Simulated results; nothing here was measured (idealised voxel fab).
process module | voxel spacer lines
cross-section cut | 250 nm wide | cells 5 nm
A cross-section is a grid of square cells, given in bands from the top down. A band is one or more rows of cells.
Each band's line starts with the height of the band's top and of its bottom, in nm. Then come its materials from left to right, each with its width in nm. One material with "throughout" fills the band from edge to edge. "air" is empty space.
Height 0 is the level under which the wafer as received is all one material. The lowest band goes on downwards, as in "0 down".
A width such as "30 to 40" changes by the same amount from each row of cells to the next, from the band's top row to its bottom row.
"no change" after a step means that no cell of the cross-section changed.
closed voids: empty space of 8 cells or more with no open way to the top, each as width x height at its distance from the left edge, in nm
after a step's settings: what the simulator itself notes on the step
overlay nm, on a step with a mask: how far to the right of its planned place the mask lay; to the left if negative
plan
1 op RECEIVE | material Si
2 op CONFORMAL_DEP | material Al2O3 | thk nm 10
3 op DIRECTIONAL_DEP | material TiN | thk nm 10
4 op DIRECTIONAL_DEP | material aC | thk nm 20
5 op PATTERN | tone cover | mask id MANDREL | material resist | width nm 20 | pitch nm 60 | thk nm 30 | overlay nm 0
6 op DIRECTIONAL_ETCH | etch materials aC | depth nm 20
7 op STRIP | etch materials resist
8 op CONFORMAL_DEP | material SiO2 | thk nm 10
9 op DIRECTIONAL_ETCH | etch materials SiO2 | depth nm 10
10 op STRIP | etch materials aC
11 op DIRECTIONAL_ETCH | etch materials TiN | depth nm 10
12 op STRIP | etch materials SiO2
13 op FILL_DEP | material SiO2 | thk nm 5
14 op CMP | height nm 20
as received, after step 1
  0 down: Si throughout
  closed voids: none
a wafer at the end: this start, this plan, one mistake
  20 to 15: SiO2 throughout
  15 to 5: SiO2 45 | TiN 10 | SiO2 20 | TiN 10 | SiO2 20 | TiN 10 | SiO2 20 | TiN 10 | SiO2 20 | TiN 10 | SiO2 20 | TiN 10 | SiO2 45
  5 to 0: Al2O3 throughout
  0 down: Si throughout
  closed voids: none
what went wrong: step 2 ran as: op CONFORMAL_DEP | material Al2O3 | thk nm 5
